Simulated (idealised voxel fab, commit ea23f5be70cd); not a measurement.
The following process module bears the name voxel self aligned contacts.
Square cells of 5 nm make up the cross-section cut, whose width is 155 nm.
Heads up, the way a cross-section reads in here is a grid of square cells, handed over as bands from the top down, with every band being one or more rows of cells.
First you get the band's top height and its bottom height, in nm, and then the materials it's made of, left to right, with each width in nm. If you see a single material with "edge to edge", that one covers the band edge to edge. "air" is empty space.
Heights are expressed relative to 0, this being the level below which the as-received wafer comprises one material exclusively. The lowest band is unbounded in the downward direction and is denoted as in "0 and below".
Width "30..40": first value at the band's top row of cells, second value at its bottom row, equal change from row to row.
It should be understood that the words "stayed the same", when stated for a given step, signify that the cross-section underwent no change in any of its cells during that step.
"Closed cavities" specifies each empty space that is not open to the top and that occupies no fewer than 8 cells, using the form width x height at distance, the distance measured from the left edge and all three quantities in nm.
Whatever follows a step's settings on its line is a remark the simulator itself makes about that step.
overlay nm: how far to the right of its planned place the mask lay on this masked step (negative: to the left).

-- Steps in the process plan
1: RECEIVE,material Si
2: OXIDIZE,depth nm 5
3: DIRECTIONAL_DEP,material polySi,thk nm 30
4: DIRECTIONAL_DEP,material SiN,thk nm 15
5: PATTERN,tone cover,mask id GATE,material resist,width nm 25,pitch nm 50,thk nm 15,overlay nm 0
6: DIRECTIONAL_ETCH,etch materials SiN,depth nm 15
7: DIRECTIONAL_ETCH,etch materials polySi,depth nm 30
8: STRIP,etch materials resist
9: CONFORMAL_DEP,material SiN,thk nm 5
10: DIRECTIONAL_ETCH,etch materials SiN,depth nm 5
11: FILL_DEP,material SiO2,thk nm 15
12: CMP,height nm 50
13: PATTERN,tone open,mask id CONTACT,material resist,width nm 35,thk nm 20,overlay nm 0
14: DIRECTIONAL_ETCH,etch materials SiO2,depth nm 55
15: STRIP,etch materials resist
16: CONFORMAL_DEP,material TiN,thk nm 5
17: FILL_DEP,material Ru,thk nm 10
18: CMP,height nm 50
19: CONFORMAL_DEP,material SiCN,thk nm 5

-- Wafer as received: cross-section following step 1
* 0 and below  Si edge to edge
* Closed cavities: none

-- first wafer at the end, as planned
* 55 down to 50  SiCN edge to edge
* 50 down to 45  SiO2: 60, TiN: 15, Ru: 5, TiN: 15, SiO2: 60
* 45 down to 30  SiO2: 35, SiN: 35, TiN: 5, Ru: 5, TiN: 5, SiN: 35, SiO2: 35
* 30 down to 0  SiO2: 35, SiN: 5, polySi: 25, SiN: 5, TiN: 5, Ru: 5, TiN: 5, SiN: 5, polySi: 25, SiN: 5, SiO2: 35
* 0 down to -5  SiO2: 70, TiN: 15, SiO2: 70
* -5 and below  Si edge to edge
* Closed cavities: none

-- Here is the second of the two wafers cut open at the end of the module - same start, same plan as the first one, but we made one mistake running it
* 55 down to 50  SiCN edge to edge
* 50 down to 45  SiO2: 60, TiN: 35, SiO2: 60
* 45 down to 30  SiO2: 35, SiN: 40, TiN: 10, SiN: 40, SiO2: 30
* 30 down to 0  SiO2: 35, SiN: 5, polySi: 30, SiN: 5, TiN: 10, SiN: 5, polySi: 30, SiN: 5, SiO2: 30
* 0 down to -5  SiO2: 75, TiN: 10, SiO2: 70
* -5 and below  Si edge to edge
* Closed cavities: none
What was done differently from what was planned? step 5 went in with a setting other than planned; the actual run was PATTERN,tone cover,mask id GATE,material resist,width nm 30,pitch nm 50,thk nm 15,overlay nm 0
Per the end-of-run cell counts, the second wafer holds more or fewer of some materials than the first: -10 Ru; +6 SiN; -8 SiO2; +12 polySi
